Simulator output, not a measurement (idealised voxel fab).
process module | voxel tone inversion
cross-section cut | 225 nm wide | cells 5 nm
A cross-section is a grid of square cells, given in bands from the top down. A band is one or more rows of cells.
Each band's line starts with the height of the band's top and of its bottom, in nm. Then come its materials from left to right, each with its width in nm. One material with "throughout" fills the band from edge to edge. "air" is empty space.
Height 0 is the level under which the wafer as received is all one material. The lowest band goes on downwards, as in "0 down".
A width such as "30 to 40" changes by the same amount from each row of cells to the next, from the band's top row to its bottom row.
"no change" after a step means that no cell of the cross-section changed.
closed voids: empty space of 8 cells or more with no open way to the top, each as width x height at its distance from the left edge, in nm
after a step's settings: what the simulator itself notes on the step
overlay nm, on a step with a mask: how far to the right of its planned place the mask lay; to the left if negative
plan
1 op RECEIVE | material Si
2 op CONFORMAL_DEP | material SiN | thk nm 5
3 op DIRECTIONAL_DEP | material polySi | thk nm 20
4 op PATTERN | tone cover | mask id POSTS | material resist | width nm 25 | pitch nm 40 | thk nm 30 | overlay nm 0
5 op DIRECTIONAL_ETCH | etch materials polySi | depth nm 20
6 op STRIP | etch materials resist
7 op FILL_DEP | material lowk | thk nm 10
8 op CMP | height nm 25
9 op STRIP | etch materials polySi
first wafer, as planned
as received, after step 1
  0 down: Si throughout
  closed voids: none
after step 2
  5 to 0: SiN throughout
  below 0: unchanged
after step 3
  25 to 5: polySi throughout
  below 5: unchanged
after step 4
  55 to 25: air 40 | resist 25 | air 15 | resist 25 | air 15 | resist 25 | air 15 | resist 25 | air 40
  below 25: unchanged
after step 5
  55 to 25: air 40 | resist 25 | air 15 | resist 25 | air 15 | resist 25 | air 15 | resist 25 | air 40
  25 to 5: air 40 | polySi 25 | air 15 | polySi 25 | air 15 | polySi 25 | air 15 | polySi 25 | air 40
  below 5: unchanged
after step 6
  25 to 5: air 40 | polySi 25 | air 15 | polySi 25 | air 15 | polySi 25 | air 15 | polySi 25 | air 40
  below 5: unchanged
after step 7
  35 to 25: lowk throughout
  25 to 5: lowk 40 | polySi 25 | lowk 15 | polySi 25 | lowk 15 | polySi 25 | lowk 15 | polySi 25 | lowk 40
  below 5: unchanged
after step 8
  25 to 5: lowk 40 | polySi 25 | lowk 15 | polySi 25 | lowk 15 | polySi 25 | lowk 15 | polySi 25 | lowk 40
  below 5: unchanged
after step 9
  25 to 5: lowk 40 | air 25 | lowk 15 | air 25 | lowk 15 | air 25 | lowk 15 | air 25 | lowk 40
  below 5: unchanged
second wafer: like start, like plan, one mistake. Through step 1 it matches the first wafer
when step 2 should have ended
  20 to 0: polySi throughout
  below 0: unchanged
when step 3 should have ended
  25 to 20: SiN throughout
  below 20: unchanged
when step 4 should have ended
  55 to 25: air 40 | resist 25 | air 15 | resist 25 | air 15 | resist 25 | air 15 | resist 25 | air 40
  below 25: unchanged
when step 5 should have ended: no change
when step 6 should have ended
  25 to 20: SiN throughout
  below 20: unchanged
when step 7 should have ended
  35 to 25: lowk throughout
  below 25: unchanged
when step 8 should have ended
  25 to 20: SiN throughout
  below 20: unchanged
when step 9 should have ended: no change
what went wrong: steps 2 and 3 were swapped
at the end the second wafer has, in cells: 100 fewer of lowk | 180 more of polySi
